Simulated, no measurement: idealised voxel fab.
The name of this process module is voxel wiring stack.
Cross-sectional view cut (width: 205 nm; square cell size: 5 nm).
The cross-sections in this document take the form of a grid made of square cells. They are written out as bands, in order from top to bottom. Each band consists of one or more rows of cells. Top height, bottom height, nm. Materials left to right, width each, nm. Single material + "throughout" = fills band edge to edge. "empty" = empty. Height is counted from the level 0, under which the received wafer is composed throughout of one material. The lowest of the bands is not closed at the bottom but continues downward, in the notation "top 0, no bottom". Think of "30->40" as a width that walks from the first number to the second as you go down the band, top row to bottom row, taking equal-sized steps from row to row. The cross-section has no changed cell in any step marked "nothing was modified". For the entry "Voids, sealed", the listed items are empty spaces with no open way to the top whose size is 8 cells or more; each item follows the pattern width x height at distance, where distance is from the left edge and all three are in nm. Anything after a step's settings on that line? It's the simulator's own note about the step. "overlay nm", when on a step's line for a step with a mask, measures how far to the right of its planned place the mask lay; a negative measure means to the left.

[Process steps foreseen in the plan]
1: RECEIVE | material Si
2: CONFORMAL_DEP | material SiO2 | thk nm 15
3: DIRECTIONAL_DEP | material TiN | thk nm 5
4: DIRECTIONAL_DEP | material W | thk nm 15
5: MASKED_ETCH | tone cover | mask id METAL_1 | width nm 30 | pitch nm 60 | etch materials W | depth nm 15 | overlay nm 0
6: MASKED_ETCH | tone cover | mask id METAL_1 | width nm 30 | pitch nm 60 | etch materials TiN | depth nm 5 | overlay nm 0
7: CONFORMAL_DEP | material SiN | thk nm 5
8: FILL_DEP | material lowk | thk nm 10
9: CMP | height nm 35
10: CONFORMAL_DEP | material SiCN | thk nm 5
11: DIRECTIONAL_DEP | material SiO2 | thk nm 20
12: DIRECTIONAL_DEP | material aC | thk nm 10
13: PATTERN | tone open | mask id PLUG_1 | material resist | width nm 15 | pitch nm 60 | thk nm 25 | overlay nm 0
14: DIRECTIONAL_ETCH | etch materials aC | depth nm 10
15: STRIP | etch materials resist
16: DIRECTIONAL_ETCH | etch materials SiO2 | depth nm 20
17: DIRECTIONAL_ETCH | etch materials SiCN | depth nm 5
18: STRIP | etch materials aC
19: EPI | material Ru | thk nm 10
20: EPI | material Ru | thk nm 10
21: EPI | material Ru | thk nm 5
22: DIRECTIONAL_DEP | material TiN | thk nm 5
23: DIRECTIONAL_DEP | material Ru | thk nm 15
24: PATTERN | tone cover | mask id METAL_2 | material resist | width nm 30 | pitch nm 60 | thk nm 20 | overlay nm 0
25: DIRECTIONAL_ETCH | etch materials Ru | depth nm 15
26: DIRECTIONAL_ETCH | etch materials TiN | depth nm 5
27: STRIP | etch materials resist
28: CONFORMAL_DEP | material SiCN | thk nm 5
29: FILL_DEP | material lowk | thk nm 5
30: CMP | height nm 80
31: CONFORMAL_DEP | material SiCN | thk nm 5

[So this is the incoming wafer in cross-section - it's already been through step 1]
> top 0, no bottom = Si throughout
> Voids, sealed: none

[first wafer at the end, as planned]
> top 85, bottom 80 = SiCN throughout
> top 80, bottom 65 = 20 of lowk; 5 of SiCN; 30 of Ru; 5 of SiCN; 20 of lowk; 5 of SiCN; 30 of Ru; 5 of SiCN; 20 of lowk; 5 of SiCN; 30 of Ru; 5 of SiCN; 25 of lowk
> top 65, bottom 60 = 25 of SiCN; 30 of TiN; 30 of SiCN; 30 of TiN; 30 of SiCN; 30 of TiN; 30 of SiCN
> top 60, bottom 40 = 25 of SiO2; 15 of Ru; 45 of SiO2; 15 of Ru; 45 of SiO2; 15 of Ru; 45 of SiO2
> top 40, bottom 35 = 25 of SiCN; 15 of Ru; 45 of SiCN; 15 of Ru; 45 of SiCN; 15 of Ru; 45 of SiCN
> top 35, bottom 20 = 20 of lowk; 5 of SiN; 30 of W; 5 of SiN; 20 of lowk; 5 of SiN; 30 of W; 5 of SiN; 20 of lowk; 5 of SiN; 30 of W; 5 of SiN; 25 of lowk
> top 20, bottom 15 = 25 of SiN; 30 of TiN; 30 of SiN; 30 of TiN; 30 of SiN; 30 of TiN; 30 of SiN
> top 15, bottom 0 = SiO2 throughout
> top 0, no bottom = Si throughout
> Voids, sealed: none

[Same start, same plan as the first wafer - but one mistake in the run. Cross-section of the second of the two at the end of the module]
> top 85, bottom 80 = SiCN throughout
> top 80, bottom 65 = 35 of lowk; 5 of SiCN; 15 of Ru; 5 of SiCN; 35 of lowk; 5 of SiCN; 15 of Ru; 5 of SiCN; 35 of lowk; 5 of SiCN; 15 of Ru; 5 of SiCN; 25 of lowk
> top 65, bottom 60 = 30 of SiCN; 5 of lowk; 5 of SiCN; 15 of TiN; 35 of SiCN; 5 of lowk; 5 of SiCN; 15 of TiN; 35 of SiCN; 5 of lowk; 5 of SiCN; 15 of TiN; 30 of SiCN
> top 60, bottom 55 = 25 of SiO2; 15 of SiCN; 45 of SiO2; 15 of SiCN; 45 of SiO2; 15 of SiCN; 45 of SiO2
> top 55, bottom 40 = 25 of SiO2; 15 of Ru; 45 of SiO2; 15 of Ru; 45 of SiO2; 15 of Ru; 45 of SiO2
> top 40, bottom 35 = 25 of SiCN; 15 of TiN; 45 of SiCN; 15 of TiN; 45 of SiCN; 15 of TiN; 45 of SiCN
> top 35, bottom 25 = lowk throughout
> top 25, bottom 20 = 20 of lowk; 40 of SiN; 20 of lowk; 40 of SiN; 20 of lowk; 40 of SiN; 25 of lowk
> top 20, bottom 5 = 20 of lowk; 5 of SiN; 30 of W; 5 of SiN; 20 of lowk; 5 of SiN; 30 of W; 5 of SiN; 20 of lowk; 5 of SiN; 30 of W; 5 of SiN; 25 of lowk
> top 5, bottom 0 = 25 of SiN; 30 of TiN; 30 of SiN; 30 of TiN; 30 of SiN; 30 of TiN; 30 of SiN
> top 0, no bottom = Si throughout
> Voids, sealed: none
Diagnosis: step 2 in the plan did not get run; it was skipped
Materials where the second wafer ends with more or fewer cells than the first: -45 Ru; +15 SiCN; +24 SiN; -123 SiO2; +129 lowk
